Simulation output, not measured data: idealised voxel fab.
Proc. module: voxel tone inversion
Xsec cut, 240 nm wide, square cell size 5 nm.
Cross-section = grid of square cells, listed top down in bands; band = one or more rows.
Heights first: top, then bottom, in nm. Then materials, left to right, each with a width in nm. "edge to edge" on a single material: fills the band edge to edge. "blank": empty space.
For the purposes of this specification, 0 denotes the height below which the wafer in its as-received condition is composed wholly of one material, and the lowermost band, lacking a lower limit, extends downward without end, as expressed in "0..down".
Think of "30->40" as a width that walks from the first number to the second as you go down the band, top row to bottom row, taking equal-sized steps from row to row.
"no modification" after a step means that no cell of the cross-section changed.
"Cavities, sealed" lists enclosed empty spaces (at least 8 cells, no open path upward to the top), each as width x height at distance from the left edge, in nm.
On a step's line, text after the settings is the simulator commenting on that step.
The setting "overlay nm" may be written on the line of a step. When the step uses a mask, the value reports how far to the right of the planned place the mask lay, and a negative value reports that it lay to the left.

-- Intended process steps
1,RECEIVE | material Si
2,CONFORMAL_DEP | material SiN | thk nm 10
3,DIRECTIONAL_DEP | material aC | thk nm 25
4,PATTERN | tone cover | mask id POSTS | material resist | width nm 20 | pitch nm 50 | thk nm 35 | overlay nm 0
5,DIRECTIONAL_ETCH | etch materials aC | depth nm 25
6,STRIP | etch materials resist
7,FILL_DEP | material lowk | thk nm 5
8,CMP | height nm 35
9,STRIP | etch materials aC
10,CONFORMAL_DEP | material TiN | thk nm 5
11,FILL_DEP | material Ru | thk nm 10
12,CMP | height nm 35
13,CONFORMAL_DEP | material SiN | thk nm 5

-- As-received state of the wafer in cross-section, equivalent to post-step 1
	0..down | Si edge to edge
	Cavities, sealed: none

-- a wafer at the end: this start, this plan, one mistake
	40..35 | SiN edge to edge
	35..15 | 40 of lowk, 5 of TiN, 5 of Ru, 5 of TiN, 35 of lowk, 5 of TiN, 5 of Ru, 5 of TiN, 35 of lowk, 5 of TiN, 5 of Ru, 5 of TiN, 35 of lowk, 5 of TiN, 5 of Ru, 5 of TiN, 35 of lowk
	15..10 | 40 of lowk, 15 of TiN, 35 of lowk, 15 of TiN, 35 of lowk, 15 of TiN, 35 of lowk, 15 of TiN, 35 of lowk
	10..0 | SiN edge to edge
	0..down | Si edge to edge
	Cavities, sealed: none
Run error: in deviation from the planned setting, step 4 was conducted as PATTERN | tone cover | mask id POSTS | material resist | width nm 15 | pitch nm 50 | thk nm 35 | overlay nm 0
